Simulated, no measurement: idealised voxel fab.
Presented below is a process module, voxel plated lines.
Xsec cut, 290 nm wide, square cell size 5 nm.
Format of a cross-section: grid, square cells. Given as bands. Order: top down. Band: one or more rows of cells. What a band's entry tells you: where the top is and where the bottom is, as heights in nm, and after that what lies inside, material by material from left to right, each with its width in nm. Empty space is written as the word "air", and a single material marked with the word "edge to edge" occupies the band from edge to edge. Height 0 is the level under which the wafer as received is all one material. The lowest band goes on downwards, as in "0..down". Per-row width for "30 to 40": begins at first number (top row of band), ends at second number (bottom row), increment between rows held constant. For the purposes of this document, the phrase "stayed the same" attached to a step denotes that no cell within the cross-section was modified by that step. Entry "Voids lacking openings". Content: empty spaces with no open connection to the top, size 8 cells or greater. Each: width x height at distance. Distance: from left edge. Unit: nm. Formally, on a step line, whatever follows the settings is a remark that the simulator itself makes on the step. overlay nm: right-of-plan distance of the mask on a masked step; negative values mean left-of-plan.

Plan:
step 1: RECEIVE | material Si
step 2: CONFORMAL_DEP | material Al2O3 | thk nm 10
step 3: DIRECTIONAL_DEP | material TiN | thk nm 5
step 4: PATTERN | tone open | mask id LINES | material resist | width nm 30 | pitch nm 60 | thk nm 40 | overlay nm 0
step 5: EPI | material Ru | thk nm 5
step 6: EPI | material Ru | thk nm 5
step 7: EPI | material Ru | thk nm 5
step 8: STRIP | etch materials resist
step 9: DIRECTIONAL_ETCH | etch materials TiN | depth nm 5
step 10: CONFORMAL_DEP | material SiO2 | thk nm 5

The cross-section here shows the wafer as received, i.e. in its state after step 1:
  0..down  Si edge to edge
  Voids lacking openings: none

The module was run from the start shown above using the plan shown above, but one mistake was made doing it; the resulting wafer cross-section is below:
  30..25  air=95 / SiO2=40 / air=20 / SiO2=40 / air=95
  25..15  air=95 / SiO2=5 / Ru=30 / SiO2=5 / air=20 / SiO2=5 / Ru=30 / SiO2=5 / air=95
  15..10  SiO2=100 / TiN=30 / SiO2=30 / TiN=30 / SiO2=100
  10..0  Al2O3 edge to edge
  0..down  Si edge to edge
  Voids lacking openings: none
Plan not followed: the sequence lacks one of the identical steps 5, 6 and 7, and which one cannot be told
